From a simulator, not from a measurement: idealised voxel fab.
The process module that follows is named voxel capacitor over wiring.
Cross-sectional view cut (width: 270 nm; square cell size: 5 nm).
Cross-section format: a grid of square cells, given as bands from top to bottom; each band is one or more rows of cells.
Read a band's entry like this: the first values are the height of its top and the height of its bottom in nm, and what follows is the sequence of materials from left to right, each with its width in nm. Note that "blank" is empty space, and that a single material marked "edge to edge" reaches across the band from edge to edge.
Height datum 0, below which the as-received substrate wafer is one material. Lowest band open at the bottom, running downward: "top 0, no bottom".
Note: "30..40" means the width goes from the first number (top row of the band) to the second number (bottom row) in equal steps per row of cells.
"nothing altered" (step): cross-section cells unchanged, all of them.
In "Sealed-off cavities" the enclosed voids are listed, meaning empty spaces of 8 cells or larger without any opening to the top. The form is width x height at distance, distance from the left edge, units nm.
On each step's line, the part that comes after the settings is the simulator's own comment on the step.
Among the settings permitted on a step's line is "overlay nm"; applied to a step with a mask, it specifies the extent to which the mask lay to the right of its planned position, whereas a negative figure signifies a position to the left.
STEPS PLANNED FOR THE PROCESS
1: RECEIVE [material Si]
2: CONFORMAL_DEP [material SiO2] [thk nm 15]
3: CONFORMAL_DEP [material SiN] [thk nm 5]
4: DIRECTIONAL_DEP [material lowk] [thk nm 20]
5: DIRECTIONAL_DEP [material aC] [thk nm 10]
6: PATTERN [tone open] [mask id METAL_1] [material resist] [width nm 20] [pitch nm 75] [thk nm 30] [overlay nm 0]
7: DIRECTIONAL_ETCH [etch materials aC] [depth nm 10]
8: STRIP [etch materials resist]
9: DIRECTIONAL_ETCH [etch materials lowk] [depth nm 20]
10: DIRECTIONAL_ETCH [etch materials SiN] [depth nm 5]
11: STRIP [etch materials aC]
12: CONFORMAL_DEP [material TiN] [thk nm 5]
13: FILL_DEP [material W] [thk nm 10]
14: CMP [height nm 40]
15: EPI [material Ru] [thk nm 5]
16: FILL_DEP [material SiCN] [thk nm 5]
17: DIRECTIONAL_DEP [material lowk] [thk nm 20]
18: DIRECTIONAL_DEP [material aC] [thk nm 15]
19: PATTERN [tone open] [mask id PLUG_1] [material resist] [width nm 15] [thk nm 35] [overlay nm 0]
20: DIRECTIONAL_ETCH [etch materials aC] [depth nm 15]
21: STRIP [etch materials resist]
22: DIRECTIONAL_ETCH [etch materials lowk] [depth nm 20]
23: DIRECTIONAL_ETCH [etch materials SiCN] [depth nm 5]
24: STRIP [etch materials aC]
25: CONFORMAL_DEP [material TiN] [thk nm 5]
26: FILL_DEP [material W] [thk nm 10]
27: CMP [height nm 70]
28: DIRECTIONAL_DEP [material TiN] [thk nm 10]
29: DIRECTIONAL_DEP [material SiN] [thk nm 5]
30: DIRECTIONAL_DEP [material TiN] [thk nm 5]
31: MASKED_ETCH [tone cover] [mask id UPPER_PLATE] [width nm 60] [etch materials TiN] [depth nm 5] [overlay nm 0]
32: MASKED_ETCH [tone cover] [mask id UPPER_PLATE] [width nm 60] [etch materials SiN] [depth nm 5] [overlay nm 0]
33: PATTERN [tone cover] [mask id LOWER_PLATE] [material resist] [width nm 70] [thk nm 15] [overlay nm 0]
34: DIRECTIONAL_ETCH [etch materials TiN] [depth nm 10]
35: STRIP [etch materials resist]
36: FILL_DEP [material SiO2] [thk nm 15]
37: CMP [height nm 100]
38: DIRECTIONAL_DEP [material aC] [thk nm 10]
39: PATTERN [tone open] [mask id PLUG_2] [material resist] [width nm 15] [thk nm 30] [overlay nm 0]
40: DIRECTIONAL_ETCH [etch materials aC] [depth nm 10]
41: STRIP [etch materials resist]
42: DIRECTIONAL_ETCH [etch materials SiO2] [depth nm 10]
43: STRIP [etch materials aC]
44: CONFORMAL_DEP [material TiN] [thk nm 5]
45: FILL_DEP [material Ru] [thk nm 10]
46: CMP [height nm 100]
47: CONFORMAL_DEP [material SiN] [thk nm 5]
FIRST WAFER OUT OF TWO, PROCESSED AS PLANNED
WAFER AS RECEIVED: CROSS-SECTION FOLLOWING STEP 1
	top 0, no bottom  Si edge to edge
	Sealed-off cavities: none
WAFER AFTER STEP 2 (CROSS-SECTION)
	top 15, bottom 0  SiO2 edge to edge
	below 0: unchanged
WAFER AFTER STEP 3 (CROSS-SECTION)
	top 20, bottom 15  SiN edge to edge
	below 15: unchanged
WAFER AFTER STEP 4 (CROSS-SECTION)
	top 40, bottom 20  lowk edge to edge
	below 20: unchanged
WAFER AFTER STEP 5 (CROSS-SECTION)
	top 50, bottom 40  aC edge to edge
	below 40: unchanged
WAFER AFTER STEP 6 (CROSS-SECTION)
	top 80, bottom 50  resist 85; blank 20; resist 55; blank 20; resist 90
	below 50: unchanged
WAFER AFTER STEP 7 (CROSS-SECTION)
	top 70, bottom 50  resist 85; blank 20; resist 55; blank 20; resist 90
	top 50, bottom 40  aC 85; blank 20; aC 55; blank 20; aC 90
	below 40: unchanged
WAFER AFTER STEP 8 (CROSS-SECTION)
	top 50, bottom 40  aC 85; blank 20; aC 55; blank 20; aC 90
	below 40: unchanged
WAFER AFTER STEP 9 (CROSS-SECTION)
	top 50, bottom 40  aC 85; blank 20; aC 55; blank 20; aC 90
	top 40, bottom 20  lowk 85; blank 20; lowk 55; blank 20; lowk 90
	below 20: unchanged
WAFER AFTER STEP 10 (CROSS-SECTION)
	top 50, bottom 40  aC 85; blank 20; aC 55; blank 20; aC 90
	top 40, bottom 20  lowk 85; blank 20; lowk 55; blank 20; lowk 90
	top 20, bottom 15  SiN 85; blank 20; SiN 55; blank 20; SiN 90
	below 15: unchanged
WAFER AFTER STEP 11 (CROSS-SECTION)
	top 40, bottom 20  lowk 85; blank 20; lowk 55; blank 20; lowk 90
	below 20: unchanged
WAFER AFTER STEP 12 (CROSS-SECTION)
	top 45, bottom 40  TiN 90; blank 10; TiN 65; blank 10; TiN 95
	top 40, bottom 20  lowk 85; TiN 5; blank 10; TiN 5; lowk 55; TiN 5; blank 10; TiN 5; lowk 90
	top 20, bottom 15  SiN 85; TiN 20; SiN 55; TiN 20; SiN 90
	below 15: unchanged
WAFER AFTER STEP 13 (CROSS-SECTION)
	top 55, bottom 45  W edge to edge
	top 45, bottom 40  TiN 90; W 10; TiN 65; W 10; TiN 95
	top 40, bottom 20  lowk 85; TiN 5; W 10; TiN 5; lowk 55; TiN 5; W 10; TiN 5; lowk 90
	below 20: unchanged
WAFER AFTER STEP 14 (CROSS-SECTION)
	top 40, bottom 20  lowk 85; TiN 5; W 10; TiN 5; lowk 55; TiN 5; W 10; TiN 5; lowk 90
	below 20: unchanged
WAFER AFTER STEP 15 (CROSS-SECTION)
	top 45, bottom 40  blank 80; Ru 30; blank 45; Ru 30; blank 85
	below 40: unchanged
WAFER AFTER STEP 16 (CROSS-SECTION)
	top 50, bottom 45  SiCN edge to edge
	top 45, bottom 40  SiCN 80; Ru 30; SiCN 45; Ru 30; SiCN 85
	below 40: unchanged
WAFER AFTER STEP 17 (CROSS-SECTION)
	top 70, bottom 50  lowk edge to edge
	below 50: unchanged
WAFER AFTER STEP 18 (CROSS-SECTION)
	top 85, bottom 70  aC edge to edge
	below 70: unchanged
WAFER AFTER STEP 19 (CROSS-SECTION)
	top 120, bottom 85  resist 90; blank 15; resist 165
	below 85: unchanged
WAFER AFTER STEP 20 (CROSS-SECTION)
	top 105, bottom 85  resist 90; blank 15; resist 165
	top 85, bottom 70  aC 90; blank 15; aC 165
	below 70: unchanged
WAFER AFTER STEP 21 (CROSS-SECTION)
	top 85, bottom 70  aC 90; blank 15; aC 165
	below 70: unchanged
WAFER AFTER STEP 22 (CROSS-SECTION)
	top 85, bottom 70  aC 90; blank 15; aC 165
	top 70, bottom 50  lowk 90; blank 15; lowk 165
	below 50: unchanged
WAFER AFTER STEP 23 (CROSS-SECTION)
	top 85, bottom 70  aC 90; blank 15; aC 165
	top 70, bottom 50  lowk 90; blank 15; lowk 165
	top 50, bottom 45  SiCN 90; blank 15; SiCN 165
	below 45: unchanged
WAFER AFTER STEP 24 (CROSS-SECTION)
	top 70, bottom 50  lowk 90; blank 15; lowk 165
	below 50: unchanged
WAFER AFTER STEP 25 (CROSS-SECTION)
	top 75, bottom 70  TiN 95; blank 5; TiN 170
	top 70, bottom 50  lowk 90; TiN 5; blank 5; TiN 5; lowk 165
	top 50, bottom 45  SiCN 90; TiN 15; SiCN 165
	below 45: unchanged
WAFER AFTER STEP 26 (CROSS-SECTION)
	top 85, bottom 75  W edge to edge
	top 75, bottom 70  TiN 95; W 5; TiN 170
	top 70, bottom 50  lowk 90; TiN 5; W 5; TiN 5; lowk 165
	below 50: unchanged
WAFER AFTER STEP 27 (CROSS-SECTION)
	top 70, bottom 50  lowk 90; TiN 5; W 5; TiN 5; lowk 165
	below 50: unchanged
WAFER AFTER STEP 28 (CROSS-SECTION)
	top 80, bottom 70  TiN edge to edge
	below 70: unchanged
WAFER AFTER STEP 29 (CROSS-SECTION)
	top 85, bottom 80  SiN edge to edge
	below 80: unchanged
WAFER AFTER STEP 30 (CROSS-SECTION)
	top 90, bottom 85  TiN edge to edge
	below 85: unchanged
WAFER AFTER STEP 31 (CROSS-SECTION)
	top 90, bottom 85  blank 90; TiN 60; blank 120
	below 85: unchanged
WAFER AFTER STEP 32 (CROSS-SECTION)
	top 90, bottom 85  blank 90; TiN 60; blank 120
	top 85, bottom 80  blank 90; SiN 60; blank 120
	below 80: unchanged
WAFER AFTER STEP 33 (CROSS-SECTION)
	top 105, bottom 90  blank 85; resist 70; blank 115
	top 90, bottom 85  blank 85; resist 5; TiN 60; resist 5; blank 115
	top 85, bottom 80  blank 85; resist 5; SiN 60; resist 5; blank 115
	below 80: unchanged
WAFER AFTER STEP 34 (CROSS-SECTION)
	top 105, bottom 90  blank 85; resist 70; blank 115
	top 90, bottom 85  blank 85; resist 5; TiN 60; resist 5; blank 115
	top 85, bottom 80  blank 85; resist 5; SiN 60; resist 5; blank 115
	top 80, bottom 70  blank 85; TiN 70; blank 115
	below 70: unchanged
WAFER AFTER STEP 35 (CROSS-SECTION)
	top 90, bottom 85  blank 90; TiN 60; blank 120
	top 85, bottom 80  blank 90; SiN 60; blank 120
	below 80: unchanged
WAFER AFTER STEP 36 (CROSS-SECTION)
	top 105, bottom 90  SiO2 edge to edge
	top 90, bottom 85  SiO2 90; TiN 60; SiO2 120
	top 85, bottom 80  SiO2 90; SiN 60; SiO2 120
	top 80, bottom 70  SiO2 85; TiN 70; SiO2 115
	below 70: unchanged
WAFER AFTER STEP 37 (CROSS-SECTION)
	top 100, bottom 90  SiO2 edge to edge
	below 90: unchanged
WAFER AFTER STEP 38 (CROSS-SECTION)
	top 110, bottom 100  aC edge to edge
	below 100: unchanged
WAFER AFTER STEP 39 (CROSS-SECTION)
	top 140, bottom 110  resist 100; blank 15; resist 155
	below 110: unchanged
WAFER AFTER STEP 40 (CROSS-SECTION)
	top 130, bottom 110  resist 100; blank 15; resist 155
	top 110, bottom 100  aC 100; blank 15; aC 155
	below 100: unchanged
WAFER AFTER STEP 41 (CROSS-SECTION)
	top 110, bottom 100  aC 100; blank 15; aC 155
	below 100: unchanged
WAFER AFTER STEP 42 (CROSS-SECTION)
	top 110, bottom 100  aC 100; blank 15; aC 155
	top 100, bottom 90  SiO2 100; blank 15; SiO2 155
	below 90: unchanged
WAFER AFTER STEP 43 (CROSS-SECTION)
	top 100, bottom 90  SiO2 100; blank 15; SiO2 155
	below 90: unchanged
WAFER AFTER STEP 44 (CROSS-SECTION)
	top 105, bottom 100  TiN 105; blank 5; TiN 160
	top 100, bottom 95  SiO2 100; TiN 5; blank 5; TiN 5; SiO2 155
	top 95, bottom 85  SiO2 100..90; TiN 15..60; SiO2 155..120
	below 85: unchanged
WAFER AFTER STEP 45 (CROSS-SECTION)
	top 115, bottom 105  Ru edge to edge
	top 105, bottom 100  TiN 105; Ru 5; TiN 160
	top 100, bottom 95  SiO2 100; TiN 5; Ru 5; TiN 5; SiO2 155
	below 95: unchanged
WAFER AFTER STEP 46 (CROSS-SECTION)
	top 100, bottom 95  SiO2 100; TiN 5; Ru 5; TiN 5; SiO2 155
	below 95: unchanged
WAFER AFTER STEP 47 (CROSS-SECTION)
	top 105, bottom 100  SiN edge to edge
	below 100: unchanged
REGARDING THE SECOND OF THE TWO WAFERS: IT SHARED THE FIRST WAFER'S STARTING CONDITION AND PROCESS PLAN, YET ONE ERROR OCCURRED DURING ITS EXECUTION. ITS HISTORY COINCIDES WITH THAT OF THE FIRST WAFER UP TO AND INCLUDING STEP 13
WHEN STEP 14 SHOULD HAVE ENDED
	top 50, bottom 45  W edge to edge
	below 45: unchanged
WHEN STEP 15 SHOULD HAVE ENDED
	top 55, bottom 50  Ru edge to edge
	below 50: unchanged
WHEN STEP 16 SHOULD HAVE ENDED
	top 60, bottom 55  SiCN edge to edge
	below 55: unchanged
WHEN STEP 17 SHOULD HAVE ENDED
	top 80, bottom 60  lowk edge to edge
	below 60: unchanged
WHEN STEP 18 SHOULD HAVE ENDED
	top 95, bottom 80  aC edge to edge
	below 80: unchanged
WHEN STEP 19 SHOULD HAVE ENDED
	top 130, bottom 95  resist 90; blank 15; resist 165
	below 95: unchanged
WHEN STEP 20 SHOULD HAVE ENDED
	top 115, bottom 95  resist 90; blank 15; resist 165
	top 95, bottom 80  aC 90; blank 15; aC 165
	below 80: unchanged
WHEN STEP 21 SHOULD HAVE ENDED
	top 95, bottom 80  aC 90; blank 15; aC 165
	below 80: unchanged
WHEN STEP 22 SHOULD HAVE ENDED
	top 95, bottom 80  aC 90; blank 15; aC 165
	top 80, bottom 60  lowk 90; blank 15; lowk 165
	below 60: unchanged
WHEN STEP 23 SHOULD HAVE ENDED
	top 95, bottom 80  aC 90; blank 15; aC 165
	top 80, bottom 60  lowk 90; blank 15; lowk 165
	top 60, bottom 55  SiCN 90; blank 15; SiCN 165
	below 55: unchanged
WHEN STEP 24 SHOULD HAVE ENDED
	top 80, bottom 60  lowk 90; blank 15; lowk 165
	below 60: unchanged
WHEN STEP 25 SHOULD HAVE ENDED
	top 85, bottom 80  TiN 95; blank 5; TiN 170
	top 80, bottom 60  lowk 90; TiN 5; blank 5; TiN 5; lowk 165
	top 60, bottom 55  SiCN 90; TiN 15; SiCN 165
	below 55: unchanged
WHEN STEP 26 SHOULD HAVE ENDED
	top 95, bottom 85  W edge to edge
	top 85, bottom 80  TiN 95; W 5; TiN 170
	top 80, bottom 60  lowk 90; TiN 5; W 5; TiN 5; lowk 165
	below 60: unchanged
WHEN STEP 27 SHOULD HAVE ENDED
	top 70, bottom 60  lowk 90; TiN 5; W 5; TiN 5; lowk 165
	below 60: unchanged
WHEN STEP 28 SHOULD HAVE ENDED
	top 80, bottom 70  TiN edge to edge
	below 70: unchanged
WHEN STEP 29 SHOULD HAVE ENDED
	top 85, bottom 80  SiN edge to edge
	below 80: unchanged
WHEN STEP 30 SHOULD HAVE ENDED
	top 90, bottom 85  TiN edge to edge
	below 85: unchanged
WHEN STEP 31 SHOULD HAVE ENDED
	top 90, bottom 85  blank 90; TiN 60; blank 120
	below 85: unchanged
WHEN STEP 32 SHOULD HAVE ENDED
	top 90, bottom 85  blank 90; TiN 60; blank 120
	top 85, bottom 80  blank 90; SiN 60; blank 120
	below 80: unchanged
WHEN STEP 33 SHOULD HAVE ENDED
	top 105, bottom 90  blank 85; resist 70; blank 115
	top 90, bottom 85  blank 85; resist 5; TiN 60; resist 5; blank 115
	top 85, bottom 80  blank 85; resist 5; SiN 60; resist 5; blank 115
	below 80: unchanged
WHEN STEP 34 SHOULD HAVE ENDED
	top 105, bottom 90  blank 85; resist 70; blank 115
	top 90, bottom 85  blank 85; resist 5; TiN 60; resist 5; blank 115
	top 85, bottom 80  blank 85; resist 5; SiN 60; resist 5; blank 115
	top 80, bottom 70  blank 85; TiN 70; blank 115
	below 70: unchanged
WHEN STEP 35 SHOULD HAVE ENDED
	top 90, bottom 85  blank 90; TiN 60; blank 120
	top 85, bottom 80  blank 90; SiN 60; blank 120
	below 80: unchanged
WHEN STEP 36 SHOULD HAVE ENDED
	top 105, bottom 90  SiO2 edge to edge
	top 90, bottom 85  SiO2 90; TiN 60; SiO2 120
	top 85, bottom 80  SiO2 90; SiN 60; SiO2 120
	top 80, bottom 70  SiO2 85; TiN 70; SiO2 115
	below 70: unchanged
WHEN STEP 37 SHOULD HAVE ENDED
	top 100, bottom 90  SiO2 edge to edge
	below 90: unchanged
WHEN STEP 38 SHOULD HAVE ENDED
	top 110, bottom 100  aC edge to edge
	below 100: unchanged
WHEN STEP 39 SHOULD HAVE ENDED
	top 140, bottom 110  resist 100; blank 15; resist 155
	below 110: unchanged
WHEN STEP 40 SHOULD HAVE ENDED
	top 130, bottom 110  resist 100; blank 15; resist 155
	top 110, bottom 100  aC 100; blank 15; aC 155
	below 100: unchanged
WHEN STEP 41 SHOULD HAVE ENDED
	top 110, bottom 100  aC 100; blank 15; aC 155
	below 100: unchanged
WHEN STEP 42 SHOULD HAVE ENDED
	top 110, bottom 100  aC 100; blank 15; aC 155
	top 100, bottom 90  SiO2 100; blank 15; SiO2 155
	below 90: unchanged
WHEN STEP 43 SHOULD HAVE ENDED
	top 100, bottom 90  SiO2 100; blank 15; SiO2 155
	below 90: unchanged
WHEN STEP 44 SHOULD HAVE ENDED
	top 105, bottom 100  TiN 105; blank 5; TiN 160
	top 100, bottom 95  SiO2 100; TiN 5; blank 5; TiN 5; SiO2 155
	top 95, bottom 85  SiO2 100..90; TiN 15..60; SiO2 155..120
	below 85: unchanged
WHEN STEP 45 SHOULD HAVE ENDED
	top 115, bottom 105  Ru edge to edge
	top 105, bottom 100  TiN 105; Ru 5; TiN 160
	top 100, bottom 95  SiO2 100; TiN 5; Ru 5; TiN 5; SiO2 155
	below 95: unchanged
WHEN STEP 46 SHOULD HAVE ENDED
	top 100, bottom 95  SiO2 100; TiN 5; Ru 5; TiN 5; SiO2 155
	below 95: unchanged
WHEN STEP 47 SHOULD HAVE ENDED
	top 105, bottom 100  SiN edge to edge
	below 100: unchanged
Where did the run depart from the plan? note that step 14 departed from the planned setting and was carried out as CMP [height nm 50]
Final difference in cells, second wafer against first, listed per material as more or fewer: Ru: 42 more, SiCN: 42 fewer, TiN: 46 more, W: 56 more, lowk: 102 fewer
